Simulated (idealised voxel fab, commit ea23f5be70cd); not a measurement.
Process module heading - voxel ribs on slabs
The cross-section shown here is cut; it is 150 nm wide and divided into square cells measuring 5 nm on a side.
This document writes a cross-section as a grid whose cells are square, and gives it as bands, listed from the top down; one or more rows of cells form a band.
Heights first: top, then bottom, in nm. Then materials, left to right, each with a width in nm. "edge to edge" on a single material: fills the band edge to edge. "blank": empty space.
We count height from 0. Below that, the starting wafer is all one material. The lowest band never ends at the bottom but goes on down; see "top 0, no bottom" for how that is written.
A width given as "30->40" starts at the first number in the band's top row and ends at the second number in its bottom row, shifting by an equal amount at every step from row to row.
Where a step carries "changes: none", the cross-section came out of it unchanged, cell for cell.
Empty spaces counting at least 8 cells and having no open way to the top are listed in "Sealed cavities". The notation width x height at distance is used for each, the distance being from the left edge and all three values in nm.
That trailing text on a step's line, after the settings, is the simulator's own remark on the step.
You can add "overlay nm" to a step's line. For a step with a mask, it describes how far the mask lay to the right of its planned position, and a negative number describes a lay to the left.
In what follows, pairs of cross-sections are presented, each taken before and after one process step, with the after cross-section shown only down to the lowest band that was altered; the step, together with its settings, is stated below the pair. The pairs may stem from different runs of this module on the same starting wafer; accordingly, a pair should be taken as continuing from the one above it solely where its entry headed "Ahead of processing" indicates as much.

Ahead of processing
* top 0, no bottom: Si edge to edge
* Sealed cavities: none

Post-Process View
* top 25, bottom 0: SiO2 edge to edge
* Nothing below the height 0 has changed.
* Sealed cavities: none
Which process step falls between the two cross-sections above? DIRECTIONAL_DEP | material SiO2 | thk nm 25

Ahead of processing: no separate figure, the pair right above already shows it after its step.

Post-Process View
* top 50, bottom 25: polySi edge to edge
* Nothing below the height 25 has changed.
* Sealed cavities: none
Which process step falls between the two cross-sections above? DIRECTIONAL_DEP | material polySi | thk nm 25

Ahead of processing: no separate figure, the pair right above already shows it after its step.

Post-Process View
* top 60, bottom 50: aC edge to edge
* Nothing below the height 50 has changed.
* Sealed cavities: none
Which process step falls between the two cross-sections above? DIRECTIONAL_DEP | material aC | thk nm 10

Ahead of processing: no separate figure, the pair right above already shows it after its step.

Post-Process View
* top 85, bottom 60: 60 nm blank  25 nm resist  65 nm blank
* Nothing below the height 60 has changed.
* Sealed cavities: none
Which process step falls between the two cross-sections above? PATTERN | tone cover | mask id RIB | material resist | width nm 25 | thk nm 25 | overlay nm 0

Ahead of processing: no separate figure, the pair right above already shows it after its step.

Post-Process View
* top 75, bottom 60: 60 nm blank  25 nm resist  65 nm blank
* top 60, bottom 50: 60 nm blank  25 nm aC  65 nm blank
* Nothing below the height 50 has changed.
* Sealed cavities: none
Which process step falls between the two cross-sections above? DIRECTIONAL_ETCH | etch materials aC | depth nm 10

Ahead of processing: no separate figure, the pair right above already shows it after its step.

Post-Process View
* top 60, bottom 50: 60 nm blank  25 nm aC  65 nm blank
* Nothing below the height 50 has changed.
* Sealed cavities: none
Which process step falls between the two cross-sections above? STRIP | etch materials resist

Ahead of processing: no separate figure, the pair right above already shows it after its step.

Post-Process View
* top 60, bottom 50: 60 nm blank  25 nm aC  65 nm blank
* top 50, bottom 40: 60 nm blank  25 nm polySi  65 nm blank
* Nothing below the height 40 has changed.
* Sealed cavities: none
Which process step falls between the two cross-sections above? DIRECTIONAL_ETCH | etch materials polySi | depth nm 10

Ahead of processing: no separate figure, the pair right above already shows it after its step.

Post-Process View
* top 50, bottom 40: 60 nm blank  25 nm polySi  65 nm blank
* Nothing below the height 40 has changed.
* Sealed cavities: none
Which process step falls between the two cross-sections above? STRIP | etch materials aC

Ahead of processing: no separate figure, the pair right above already shows it after its step.

Post-Process View
* top 50, bottom 40: 60 nm blank  25 nm polySi  65 nm blank
* top 40, bottom 25: 45 nm blank  55 nm polySi  50 nm blank
* Nothing below the height 25 has changed.
* Sealed cavities: none
Which process step falls between the two cross-sections above? MASKED_ETCH | tone cover | mask id SLAB | width nm 55 | etch materials polySi | depth nm 15 | overlay nm 0

Ahead of processing: no separate figure, the pair right above already shows it after its step.

Post-Process View
* top 65, bottom 50: SiO2 edge to edge
* top 50, bottom 40: 60 nm SiO2  25 nm polySi  65 nm SiO2
* top 40, bottom 25: 45 nm SiO2  55 nm polySi  50 nm SiO2
* Nothing below the height 25 has changed.
* Sealed cavities: none
Which process step falls between the two cross-sections above? FILL_DEP | material SiO2 | thk nm 15

Ahead of processing: no separate figure, the pair right above already shows it after its step.

Post-Process View
* top 60, bottom 50: SiO2 edge to edge
* Nothing below the height 50 has changed.
* Sealed cavities: none
Which process step falls between the two cross-sections above? CMP | height nm 60

Ahead of processing: no separate figure, the pair right above already shows it after its step.

Post-Process View
* top 65, bottom 60: W edge to edge
* Nothing below the height 60 has changed.
* Sealed cavities: none
Which process step falls between the two cross-sections above? DIRECTIONAL_DEP | material W | thk nm 5

Ahead of processing: no separate figure, the pair right above already shows it after its step.

Post-Process View
* top 75, bottom 65: aC edge to edge
* Nothing below the height 65 has changed.
* Sealed cavities: none
Which process step falls between the two cross-sections above? DIRECTIONAL_DEP | material aC | thk nm 10

Ahead of processing: no separate figure, the pair right above already shows it after its step.

Post-Process View
* top 105, bottom 75: 55 nm blank  35 nm resist  60 nm blank
* Nothing below the height 75 has changed.
* Sealed cavities: none
Which process step falls between the two cross-sections above? PATTERN | tone cover | mask id HEATER | material resist | width nm 35 | thk nm 30 | overlay nm 0

Ahead of processing: no separate figure, the pair right above already shows it after its step.

Post-Process View
* top 95, bottom 75: 55 nm blank  35 nm resist  60 nm blank
* top 75, bottom 65: 55 nm blank  35 nm aC  60 nm blank
* Nothing below the height 65 has changed.
* Sealed cavities: none
Which process step falls between the two cross-sections above? DIRECTIONAL_ETCH | etch materials aC | depth nm 10

Ahead of processing: no separate figure, the pair right above already shows it after its step.

Post-Process View
* top 75, bottom 65: 55 nm blank  35 nm aC  60 nm blank
* Nothing below the height 65 has changed.
* Sealed cavities: none
Which process step falls between the two cross-sections above? STRIP | etch materials resist

Ahead of processing: no separate figure, the pair right above already shows it after its step.

Post-Process View
* top 75, bottom 65: 55 nm blank  35 nm aC  60 nm blank
* top 65, bottom 60: 55 nm blank  35 nm W  60 nm blank
* Nothing below the height 60 has changed.
* Sealed cavities: none
Which process step falls between the two cross-sections above? DIRECTIONAL_ETCH | etch materials W | depth nm 5

Ahead of processing: no separate figure, the pair right above already shows it after its step.

Post-Process View
* top 65, bottom 60: 55 nm blank  35 nm W  60 nm blank
* Nothing below the height 60 has changed.
* Sealed cavities: none
Which process step falls between the two cross-sections above? STRIP | etch materials aC

Ahead of processing: no separate figure, the pair right above already shows it after its step.

Post-Process View
* top 70, bottom 65: 50 nm blank  45 nm SiN  55 nm blank
* top 65, bottom 60: 55 nm SiN  35 nm W  60 nm SiN
* Nothing below the height 60 has changed.
* Sealed cavities: none
Which process step falls between the two cross-sections above? CONFORMAL_DEP | material SiN | thk nm 5

Ahead of processing
* top 50, bottom 25: polySi edge to edge
* top 25, bottom 0: SiO2 edge to edge
* top 0, no bottom: Si edge to edge
* Sealed cavities: none

Post-Process View
* top 75, bottom 25: polySi edge to edge
* Nothing below the height 25 has changed.
* Sealed cavities: none
Which process step falls between the two cross-sections above? DIRECTIONAL_DEP | material polySi | thk nm 25

Ahead of processing: no separate figure, the pair right above already shows it after its step.

Post-Process View
* top 85, bottom 75: aC edge to edge
* Nothing below the height 75 has changed.
* Sealed cavities: none
Which process step falls between the two cross-sections above? DIRECTIONAL_DEP | material aC | thk nm 10

Ahead of processing: no separate figure, the pair right above already shows it after its step.

Post-Process View
* top 110, bottom 85: 60 nm blank  25 nm resist  65 nm blank
* Nothing below the height 85 has changed.
* Sealed cavities: none
Which process step falls between the two cross-sections above? PATTERN | tone cover | mask id RIB | material resist | width nm 25 | thk nm 25 | overlay nm 0

Ahead of processing: no separate figure, the pair right above already shows it after its step.

Post-Process View
* top 100, bottom 85: 60 nm blank  25 nm resist  65 nm blank
* top 85, bottom 75: 60 nm blank  25 nm aC  65 nm blank
* Nothing below the height 75 has changed.
* Sealed cavities: none
Which process step falls between the two cross-sections above? DIRECTIONAL_ETCH | etch materials aC | depth nm 10

Ahead of processing: no separate figure, the pair right above already shows it after its step.

Post-Process View
* top 85, bottom 75: 60 nm blank  25 nm aC  65 nm blank
* Nothing below the height 75 has changed.
* Sealed cavities: none
Which process step falls between the two cross-sections above? STRIP | etch materials resist

Ahead of processing: no separate figure, the pair right above already shows it after its step.

Post-Process View
* top 85, bottom 75: 60 nm blank  25 nm aC  65 nm blank
* top 75, bottom 65: 60 nm blank  25 nm polySi  65 nm blank
* Nothing below the height 65 has changed.
* Sealed cavities: none
Which process step falls between the two cross-sections above? DIRECTIONAL_ETCH | etch materials polySi | depth nm 10

Ahead of processing: no separate figure, the pair right above already shows it after its step.

Post-Process View
* top 75, bottom 65: 60 nm blank  25 nm polySi  65 nm blank
* Nothing below the height 65 has changed.
* Sealed cavities: none
Which process step falls between the two cross-sections above? STRIP | etch materials aC

Ahead of processing: no separate figure, the pair right above already shows it after its step.

Post-Process View
* top 75, bottom 65: 60 nm blank  25 nm polySi  65 nm blank
* top 65, bottom 50: 45 nm blank  55 nm polySi  50 nm blank
* Nothing below the height 50 has changed.
* Sealed cavities: none
Which process step falls between the two cross-sections above? MASKED_ETCH | tone cover | mask id SLAB | width nm 55 | etch materials polySi | depth nm 15 | overlay nm 0

Ahead of processing: no separate figure, the pair right above already shows it after its step.

Post-Process View
* top 90, bottom 75: SiO2 edge to edge
* top 75, bottom 65: 60 nm SiO2  25 nm polySi  65 nm SiO2
* top 65, bottom 50: 45 nm SiO2  55 nm polySi  50 nm SiO2
* Nothing below the height 50 has changed.
* Sealed cavities: none
Which process step falls between the two cross-sections above? FILL_DEP | material SiO2 | thk nm 15

Ahead of processing: no separate figure, the pair right above already shows it after its step.

Post-Process View
* top 60, bottom 50: 45 nm SiO2  55 nm polySi  50 nm SiO2
* Nothing below the height 50 has changed.
* Sealed cavities: none
Which process step falls between the two cross-sections above? CMP | height nm 60

Ahead of processing: no separate figure, the pair right above already shows it after its step.

Post-Process View
* top 65, bottom 60: W edge to edge
* Nothing below the height 60 has changed.
* Sealed cavities: none
Which process step falls between the two cross-sections above? DIRECTIONAL_DEP | material W | thk nm 5

Ahead of processing: no separate figure, the pair right above already shows it after its step.

Post-Process View
* top 75, bottom 65: aC edge to edge
* Nothing below the height 65 has changed.
* Sealed cavities: none
Which process step falls between the two cross-sections above? DIRECTIONAL_DEP | material aC | thk nm 10

Ahead of processing: no separate figure, the pair right above already shows it after its step.

Post-Process View
* top 105, bottom 75: 55 nm blank  35 nm resist  60 nm blank
* Nothing below the height 75 has changed.
* Sealed cavities: none
Which process step falls between the two cross-sections above? PATTERN | tone cover | mask id HEATER | material resist | width nm 35 | thk nm 30 | overlay nm 0

Ahead of processing: no separate figure, the pair right above already shows it after its step.

Post-Process View
* top 95, bottom 75: 55 nm blank  35 nm resist  60 nm blank
* top 75, bottom 65: 55 nm blank  35 nm aC  60 nm blank
* Nothing below the height 65 has changed.
* Sealed cavities: none
Which process step falls between the two cross-sections above? DIRECTIONAL_ETCH | etch materials aC | depth nm 10

Ahead of processing: no separate figure, the pair right above already shows it after its step.

Post-Process View
* top 75, bottom 65: 55 nm blank  35 nm aC  60 nm blank
* Nothing below the height 65 has changed.
* Sealed cavities: none
Which process step falls between the two cross-sections above? STRIP | etch materials resist

Ahead of processing: no separate figure, the pair right above already shows it after its step.

Post-Process View
* top 75, bottom 65: 55 nm blank  35 nm aC  60 nm blank
* top 65, bottom 60: 55 nm blank  35 nm W  60 nm blank
* Nothing below the height 60 has changed.
* Sealed cavities: none
Which process step falls between the two cross-sections above? DIRECTIONAL_ETCH | etch materials W | depth nm 5

Ahead of processing: no separate figure, the pair right above already shows it after its step.

Post-Process View
* top 65, bottom 60: 55 nm blank  35 nm W  60 nm blank
* Nothing below the height 60 has changed.
* Sealed cavities: none
Which process step falls between the two cross-sections above? STRIP | etch materials aC

Ahead of processing: no separate figure, the pair right above already shows it after its step.

Post-Process View
* top 70, bottom 65: 50 nm blank  45 nm SiN  55 nm blank
* top 65, bottom 60: 55 nm SiN  35 nm W  60 nm SiN
* Nothing below the height 60 has changed.
* Sealed cavities: none
Which process step falls between the two cross-sections above? CONFORMAL_DEP | material SiN | thk nm 5

Ahead of processing
* top 0, no bottom: Si edge to edge
* Sealed cavities: none

Post-Process View
* top 25, bottom 0: polySi edge to edge
* Nothing below the height 0 has changed.
* Sealed cavities: none
Which process step falls between the two cross-sections above? DIRECTIONAL_DEP | material polySi | thk nm 25

Ahead of processing: no separate figure, the pair right above already shows it after its step.

Post-Process View
* top 50, bottom 25: SiO2 edge to edge
* Nothing below the height 25 has changed.
* Sealed cavities: none
Which process step falls between the two cross-sections above? DIRECTIONAL_DEP | material SiO2 | thk nm 25

Ahead of processing: no separate figure, the pair right above already shows it after its step.

Post-Process View
* top 60, bottom 50: aC edge to edge
* Nothing below the height 50 has changed.
* Sealed cavities: none
Which process step falls between the two cross-sections above? DIRECTIONAL_DEP | material aC | thk nm 10

Ahead of processing: no separate figure, the pair right above already shows it after its step.

Post-Process View
* top 85, bottom 60: 60 nm blank  25 nm resist  65 nm blank
* Nothing below the height 60 has changed.
* Sealed cavities: none
Which process step falls between the two cross-sections above? PATTERN | tone cover | mask id RIB | material resist | width nm 25 | thk nm 25 | overlay nm 0

Ahead of processing: no separate figure, the pair right above already shows it after its step.

Post-Process View
* top 75, bottom 60: 60 nm blank  25 nm resist  65 nm blank
* top 60, bottom 50: 60 nm blank  25 nm aC  65 nm blank
* Nothing below the height 50 has changed.
* Sealed cavities: none
Which process step falls between the two cross-sections above? DIRECTIONAL_ETCH | etch materials aC | depth nm 10

Ahead of processing: no separate figure, the pair right above already shows it after its step.

Post-Process View
* top 60, bottom 50: 60 nm blank  25 nm aC  65 nm blank
* Nothing below the height 50 has changed.
* Sealed cavities: none
Which process step falls between the two cross-sections above? STRIP | etch materials resist

Ahead of processing: no separate figure, the pair right above already shows it after its step.

Post-Process View
* top 50, bottom 25: SiO2 edge to edge
* Nothing below the height 25 has changed.
* Sealed cavities: none
Which process step falls between the two cross-sections above? STRIP | etch materials aC

Ahead of processing: no separate figure, the pair right above already shows it after its step.

Post-Process View
* top 65, bottom 25: SiO2 edge to edge
* Nothing below the height 25 has changed.
* Sealed cavities: none
Which process step falls between the two cross-sections above? FILL_DEP | material SiO2 | thk nm 15

Ahead of processing: no separate figure, the pair right above already shows it after its step.

Post-Process View
* top 60, bottom 25: SiO2 edge to edge
* Nothing below the height 25 has changed.
* Sealed cavities: none
Which process step falls between the two cross-sections above? CMP | height nm 60

Ahead of processing: no separate figure, the pair right above already shows it after its step.

Post-Process View
* top 65, bottom 60: W edge to edge
* Nothing below the height 60 has changed.
* Sealed cavities: none
Which process step falls between the two cross-sections above? DIRECTIONAL_DEP | material W | thk nm 5

Ahead of processing: no separate figure, the pair right above already shows it after its step.

Post-Process View
* top 75, bottom 65: aC edge to edge
* Nothing below the height 65 has changed.
* Sealed cavities: none
Which process step falls between the two cross-sections above? DIRECTIONAL_DEP | material aC | thk nm 10

Ahead of processing: no separate figure, the pair right above already shows it after its step.

Post-Process View
* top 105, bottom 75: 55 nm blank  35 nm resist  60 nm blank
* Nothing below the height 75 has changed.
* Sealed cavities: none
Which process step falls between the two cross-sections above? PATTERN | tone cover | mask id HEATER | material resist | width nm 35 | thk nm 30 | overlay nm 0

Ahead of processing: no separate figure, the pair right above already shows it after its step.

Post-Process View
* top 95, bottom 75: 55 nm blank  35 nm resist  60 nm blank
* top 75, bottom 65: 55 nm blank  35 nm aC  60 nm blank
* Nothing below the height 65 has changed.
* Sealed cavities: none
Which process step falls between the two cross-sections above? DIRECTIONAL_ETCH | etch materials aC | depth nm 10

Ahead of processing: no separate figure, the pair right above already shows it after its step.

Post-Process View
* top 75, bottom 65: 55 nm blank  35 nm aC  60 nm blank
* Nothing below the height 65 has changed.
* Sealed cavities: none
Which process step falls between the two cross-sections above? STRIP | etch materials resist

Ahead of processing: no separate figure, the pair right above already shows it after its step.

Post-Process View
* top 75, bottom 65: 55 nm blank  35 nm aC  60 nm blank
* top 65, bottom 60: 55 nm blank  35 nm W  60 nm blank
* Nothing below the height 60 has changed.
* Sealed cavities: none
Which process step falls between the two cross-sections above? DIRECTIONAL_ETCH | etch materials W | depth nm 5

Ahead of processing: no separate figure, the pair right above already shows it after its step.

Post-Process View
* top 65, bottom 60: 55 nm blank  35 nm W  60 nm blank
* Nothing below the height 60 has changed.
* Sealed cavities: none
Which process step falls between the two cross-sections above? STRIP | etch materials aC

Ahead of processing: no separate figure, the pair right above already shows it after its step.

Post-Process View
* top 70, bottom 65: 50 nm blank  45 nm SiN  55 nm blank
* top 65, bottom 60: 55 nm SiN  35 nm W  60 nm SiN
* Nothing below the height 60 has changed.
* Sealed cavities: none
Which process step falls between the two cross-sections above? CONFORMAL_DEP | material SiN | thk nm 5

Ahead of processing
* top 65, bottom 50: SiO2 edge to edge
* top 50, bottom 40: 60 nm SiO2  25 nm polySi  65 nm SiO2
* top 40, bottom 25: 45 nm SiO2  55 nm polySi  50 nm SiO2
* top 25, bottom 0: SiO2 edge to edge
* top 0, no bottom: Si edge to edge
* Sealed cavities: none

Post-Process View
* top 50, bottom 40: 60 nm SiO2  25 nm polySi  65 nm SiO2
* Nothing below the height 40 has changed.
* Sealed cavities: none
Which process step falls between the two cross-sections above? CMP | height nm 50

Ahead of processing: no separate figure, the pair right above already shows it after its step.

Post-Process View
* top 55, bottom 50: W edge to edge
* Nothing below the height 50 has changed.
* Sealed cavities: none
Which process step falls between the two cross-sections above? DIRECTIONAL_DEP | material W | thk nm 5

Ahead of processing: no separate figure, the pair right above already shows it after its step.

Post-Process View
* top 65, bottom 55: aC edge to edge
* Nothing below the height 55 has changed.
* Sealed cavities: none
Which process step falls between the two cross-sections above? DIRECTIONAL_DEP | material aC | thk nm 10

Ahead of processing: no separate figure, the pair right above already shows it after its step.

Post-Process View
* top 95, bottom 65: 55 nm blank  35 nm resist  60 nm blank
* Nothing below the height 65 has changed.
* Sealed cavities: none
Which process step falls between the two cross-sections above? PATTERN | tone cover | mask id HEATER | material resist | width nm 35 | thk nm 30 | overlay nm 0

Ahead of processing: no separate figure, the pair right above already shows it after its step.

Post-Process View
* top 85, bottom 65: 55 nm blank  35 nm resist  60 nm blank
* top 65, bottom 55: 55 nm blank  35 nm aC  60 nm blank
* Nothing below the height 55 has changed.
* Sealed cavities: none
Which process step falls between the two cross-sections above? DIRECTIONAL_ETCH | etch materials aC | depth nm 10

Ahead of processing: no separate figure, the pair right above already shows it after its step.

Post-Process View
* top 65, bottom 55: 55 nm blank  35 nm aC  60 nm blank
* Nothing below the height 55 has changed.
* Sealed cavities: none
Which process step falls between the two cross-sections above? STRIP | etch materials resist

Ahead of processing: no separate figure, the pair right above already shows it after its step.

Post-Process View
* top 65, bottom 55: 55 nm blank  35 nm aC  60 nm blank
* top 55, bottom 50: 55 nm blank  35 nm W  60 nm blank
* Nothing below the height 50 has changed.
* Sealed cavities: none
Which process step falls between the two cross-sections above? DIRECTIONAL_ETCH | etch materials W | depth nm 5

Ahead of processing: no separate figure, the pair right above already shows it after its step.

Post-Process View
* top 55, bottom 50: 55 nm blank  35 nm W  60 nm blank
* Nothing below the height 50 has changed.
* Sealed cavities: none
Which process step falls between the two cross-sections above? STRIP | etch materials aC

Ahead of processing: no separate figure, the pair right above already shows it after its step.

Post-Process View
* top 60, bottom 55: 50 nm blank  45 nm SiN  55 nm blank
* top 55, bottom 50: 55 nm SiN  35 nm W  60 nm SiN
* Nothing below the height 50 has changed.
* Sealed cavities: none
Which process step falls between the two cross-sections above? CONFORMAL_DEP | material SiN | thk nm 5

Ahead of processing
* top 50, bottom 40: 60 nm blank  25 nm polySi  65 nm blank
* top 40, bottom 25: polySi edge to edge
* top 25, bottom 0: SiO2 edge to edge
* top 0, no bottom: Si edge to edge
* Sealed cavities: none

Post-Process View
* top 50, bottom 40: 60 nm blank  25 nm polySi  65 nm blank
* top 40, bottom 25: 40 nm blank  65 nm polySi  45 nm blank
* Nothing below the height 25 has changed.
* Sealed cavities: none
Which process step falls between the two cross-sections above? MASKED_ETCH | tone cover | mask id SLAB | width nm 65 | etch materials polySi | depth nm 15 | overlay nm 0

Ahead of processing: no separate figure, the pair right above already shows it after its step.

Post-Process View
* top 65, bottom 50: SiO2 edge to edge
* top 50, bottom 40: 60 nm SiO2  25 nm polySi  65 nm SiO2
* top 40, bottom 25: 40 nm SiO2  65 nm polySi  45 nm SiO2
* Nothing below the height 25 has changed.
* Sealed cavities: none
Which process step falls between the two cross-sections above? FILL_DEP | material SiO2 | thk nm 15

Ahead of processing: no separate figure, the pair right above already shows it after its step.

Post-Process View
* top 60, bottom 50: SiO2 edge to edge
* Nothing below the height 50 has changed.
* Sealed cavities: none
Which process step falls between the two cross-sections above? CMP | height nm 60

Ahead of processing: no separate figure, the pair right above already shows it after its step.

Post-Process View
* top 65, bottom 60: W edge to edge
* Nothing below the height 60 has changed.
* Sealed cavities: none
Which process step falls between the two cross-sections above? DIRECTIONAL_DEP | material W | thk nm 5

Ahead of processing: no separate figure, the pair right above already shows it after its step.

Post-Process View
* top 75, bottom 65: aC edge to edge
* Nothing below the height 65 has changed.
* Sealed cavities: none
Which process step falls between the two cross-sections above? DIRECTIONAL_DEP | material aC | thk nm 10

Ahead of processing: no separate figure, the pair right above already shows it after its step.

Post-Process View
* top 105, bottom 75: 55 nm blank  35 nm resist  60 nm blank
* Nothing below the height 75 has changed.
* Sealed cavities: none
Which process step falls between the two cross-sections above? PATTERN | tone cover | mask id HEATER | material resist | width nm 35 | thk nm 30 | overlay nm 0

Ahead of processing: no separate figure, the pair right above already shows it after its step.

Post-Process View
* top 95, bottom 75: 55 nm blank  35 nm resist  60 nm blank
* top 75, bottom 65: 55 nm blank  35 nm aC  60 nm blank
* Nothing below the height 65 has changed.
* Sealed cavities: none
Which process step falls between the two cross-sections above? DIRECTIONAL_ETCH | etch materials aC | depth nm 10

Ahead of processing: no separate figure, the pair right above already shows it after its step.

Post-Process View
* top 75, bottom 65: 55 nm blank  35 nm aC  60 nm blank
* Nothing below the height 65 has changed.
* Sealed cavities: none
Which process step falls between the two cross-sections above? STRIP | etch materials resist

Ahead of processing: no separate figure, the pair right above already shows it after its step.

Post-Process View
* top 75, bottom 65: 55 nm blank  35 nm aC  60 nm blank
* top 65, bottom 60: 55 nm blank  35 nm W  60 nm blank
* Nothing below the height 60 has changed.
* Sealed cavities: none
Which process step falls between the two cross-sections above? DIRECTIONAL_ETCH | etch materials W | depth nm 5

Ahead of processing: no separate figure, the pair right above already shows it after its step.

Post-Process View
* top 65, bottom 60: 55 nm blank  35 nm W  60 nm blank
* Nothing below the height 60 has changed.
* Sealed cavities: none
Which process step falls between the two cross-sections above? STRIP | etch materials aC

Ahead of processing: no separate figure, the pair right above already shows it after its step.

Post-Process View
* top 70, bottom 65: 50 nm blank  45 nm SiN  55 nm blank
* top 65, bottom 60: 55 nm SiN  35 nm W  60 nm SiN
* Nothing below the height 60 has changed.
* Sealed cavities: none
Which process step falls between the two cross-sections above? CONFORMAL_DEP | material SiN | thk nm 5

Ahead of processing
* top 60, bottom 50: aC edge to edge
* top 50, bottom 25: polySi edge to edge
* top 25, bottom 0: SiO2 edge to edge
* top 0, no bottom: Si edge to edge
* Sealed cavities: none

Post-Process View
* top 85, bottom 60: 50 nm blank  25 nm resist  75 nm blank
* Nothing below the height 60 has changed.
* Sealed cavities: none
Which process step falls between the two cross-sections above? PATTERN | tone cover | mask id RIB | material resist | width nm 25 | thk nm 25 | overlay nm -10

Ahead of processing: no separate figure, the pair right above already shows it after its step.

Post-Process View
* top 75, bottom 60: 50 nm blank  25 nm resist  75 nm blank
* top 60, bottom 50: 50 nm blank  25 nm aC  75 nm blank
* Nothing below the height 50 has changed.
* Sealed cavities: none
Which process step falls between the two cross-sections above? DIRECTIONAL_ETCH | etch materials aC | depth nm 10

Ahead of processing: no separate figure, the pair right above already shows it after its step.

Post-Process View
* top 60, bottom 50: 50 nm blank  25 nm aC  75 nm blank
* Nothing below the height 50 has changed.
* Sealed cavities: none
Which process step falls between the two cross-sections above? STRIP | etch materials resist

Ahead of processing: no separate figure, the pair right above already shows it after its step.

Post-Process View
* top 60, bottom 50: 50 nm blank  25 nm aC  75 nm blank
* top 50, bottom 40: 50 nm blank  25 nm polySi  75 nm blank
* Nothing below the height 40 has changed.
* Sealed cavities: none
Which process step falls between the two cross-sections above? DIRECTIONAL_ETCH | etch materials polySi | depth nm 10

Ahead of processing: no separate figure, the pair right above already shows it after its step.

Post-Process View
* top 50, bottom 40: 50 nm blank  25 nm polySi  75 nm blank
* Nothing below the height 40 has changed.
* Sealed cavities: none
Which process step falls between the two cross-sections above? STRIP | etch materials aC

Ahead of processing: no separate figure, the pair right above already shows it after its step.

Post-Process View
* top 50, bottom 40: 50 nm blank  25 nm polySi  75 nm blank
* top 40, bottom 25: 45 nm blank  55 nm polySi  50 nm blank
* Nothing below the height 25 has changed.
* Sealed cavities: none
Which process step falls between the two cross-sections above? MASKED_ETCH | tone cover | mask id SLAB | width nm 55 | etch materials polySi | depth nm 15 | overlay nm 0

Ahead of processing: no separate figure, the pair right above already shows it after its step.

Post-Process View
* top 65, bottom 50: SiO2 edge to edge
* top 50, bottom 40: 50 nm SiO2  25 nm polySi  75 nm SiO2
* top 40, bottom 25: 45 nm SiO2  55 nm polySi  50 nm SiO2
* Nothing below the height 25 has changed.
* Sealed cavities: none
Which process step falls between the two cross-sections above? FILL_DEP | material SiO2 | thk nm 15

Ahead of processing: no separate figure, the pair right above already shows it after its step.

Post-Process View
* top 60, bottom 50: SiO2 edge to edge
* Nothing below the height 50 has changed.
* Sealed cavities: none
Which process step falls between the two cross-sections above? CMP | height nm 60

Ahead of processing: no separate figure, the pair right above already shows it after its step.

Post-Process View
* top 65, bottom 60: W edge to edge
* Nothing below the height 60 has changed.
* Sealed cavities: none
Which process step falls between the two cross-sections above? DIRECTIONAL_DEP | material W | thk nm 5

Ahead of processing: no separate figure, the pair right above already shows it after its step.

Post-Process View
* top 75, bottom 65: aC edge to edge
* Nothing below the height 65 has changed.
* Sealed cavities: none
Which process step falls between the two cross-sections above? DIRECTIONAL_DEP | material aC | thk nm 10

Ahead of processing: no separate figure, the pair right above already shows it after its step.

Post-Process View
* top 105, bottom 75: 55 nm blank  35 nm resist  60 nm blank
* Nothing below the height 75 has changed.
* Sealed cavities: none
Which process step falls between the two cross-sections above? PATTERN | tone cover | mask id HEATER | material resist | width nm 35 | thk nm 30 | overlay nm 0

Ahead of processing: no separate figure, the pair right above already shows it after its step.

Post-Process View
* top 95, bottom 75: 55 nm blank  35 nm resist  60 nm blank
* top 75, bottom 65: 55 nm blank  35 nm aC  60 nm blank
* Nothing below the height 65 has changed.
* Sealed cavities: none
Which process step falls between the two cross-sections above? DIRECTIONAL_ETCH | etch materials aC | depth nm 10

Ahead of processing: no separate figure, the pair right above already shows it after its step.

Post-Process View
* top 75, bottom 65: 55 nm blank  35 nm aC  60 nm blank
* Nothing below the height 65 has changed.
* Sealed cavities: none
Which process step falls between the two cross-sections above? STRIP | etch materials resist

Ahead of processing: no separate figure, the pair right above already shows it after its step.

Post-Process View
* top 75, bottom 65: 55 nm blank  35 nm aC  60 nm blank
* top 65, bottom 60: 55 nm blank  35 nm W  60 nm blank
* Nothing below the height 60 has changed.
* Sealed cavities: none
Which process step falls between the two cross-sections above? DIRECTIONAL_ETCH | etch materials W | depth nm 5

Ahead of processing: no separate figure, the pair right above already shows it after its step.

Post-Process View
* top 65, bottom 60: 55 nm blank  35 nm W  60 nm blank
* Nothing below the height 60 has changed.
* Sealed cavities: none
Which process step falls between the two cross-sections above? STRIP | etch materials aC

Ahead of processing: no separate figure, the pair right above already shows it after its step.

Post-Process View
* top 70, bottom 65: 50 nm blank  45 nm SiN  55 nm blank
* top 65, bottom 60: 55 nm SiN  35 nm W  60 nm SiN
* Nothing below the height 60 has changed.
* Sealed cavities: none
Which process step falls between the two cross-sections above? CONFORMAL_DEP | material SiN | thk nm 5

Ahead of processing
* top 60, bottom 50: SiO2 edge to edge
* top 50, bottom 40: 60 nm SiO2  25 nm polySi  65 nm SiO2
* top 40, bottom 25: 45 nm SiO2  55 nm polySi  50 nm SiO2
* top 25, bottom 0: SiO2 edge to edge
* top 0, no bottom: Si edge to edge
* Sealed cavities: none

Post-Process View
* top 65, bottom 60: SiN edge to edge
* Nothing below the height 60 has changed.
* Sealed cavities: none
Which process step falls between the two cross-sections above? DIRECTIONAL_DEP | material SiN | thk nm 5

Ahead of processing: no separate figure, the pair right above already shows it after its step.

Post-Process View
* top 75, bottom 65: aC edge to edge
* Nothing below the height 65 has changed.
* Sealed cavities: none
Which process step falls between the two cross-sections above? DIRECTIONAL_DEP | material aC | thk nm 10

Ahead of processing: no separate figure, the pair right above already shows it after its step.

Post-Process View
* top 105, bottom 75: 55 nm blank  35 nm resist  60 nm blank
* Nothing below the height 75 has changed.
* Sealed cavities: none
Which process step falls between the two cross-sections above? PATTERN | tone cover | mask id HEATER | material resist | width nm 35 | thk nm 30 | overlay nm 0

Ahead of processing: no separate figure, the pair right above already shows it after its step.

Post-Process View
* top 95, bottom 75: 55 nm blank  35 nm resist  60 nm blank
* top 75, bottom 65: 55 nm blank  35 nm aC  60 nm blank
* Nothing below the height 65 has changed.
* Sealed cavities: none
Which process step falls between the two cross-sections above? DIRECTIONAL_ETCH | etch materials aC | depth nm 10

Ahead of processing: no separate figure, the pair right above already shows it after its step.

Post-Process View
* top 75, bottom 65: 55 nm blank  35 nm aC  60 nm blank
* Nothing below the height 65 has changed.
* Sealed cavities: none
Which process step falls between the two cross-sections above? STRIP | etch materials resist

Ahead of processing: no separate figure, the pair right above already shows it after its step.

Post-Process View
* top 65, bottom 60: SiN edge to edge
* Nothing below the height 60 has changed.
* Sealed cavities: none
Which process step falls between the two cross-sections above? STRIP | etch materials aC

Ahead of processing: no separate figure, the pair right above already shows it after its step.

Post-Process View
* top 70, bottom 60: SiN edge to edge
* Nothing below the height 60 has changed.
* Sealed cavities: none
Which process step falls between the two cross-sections above? CONFORMAL_DEP | material SiN | thk nm 5
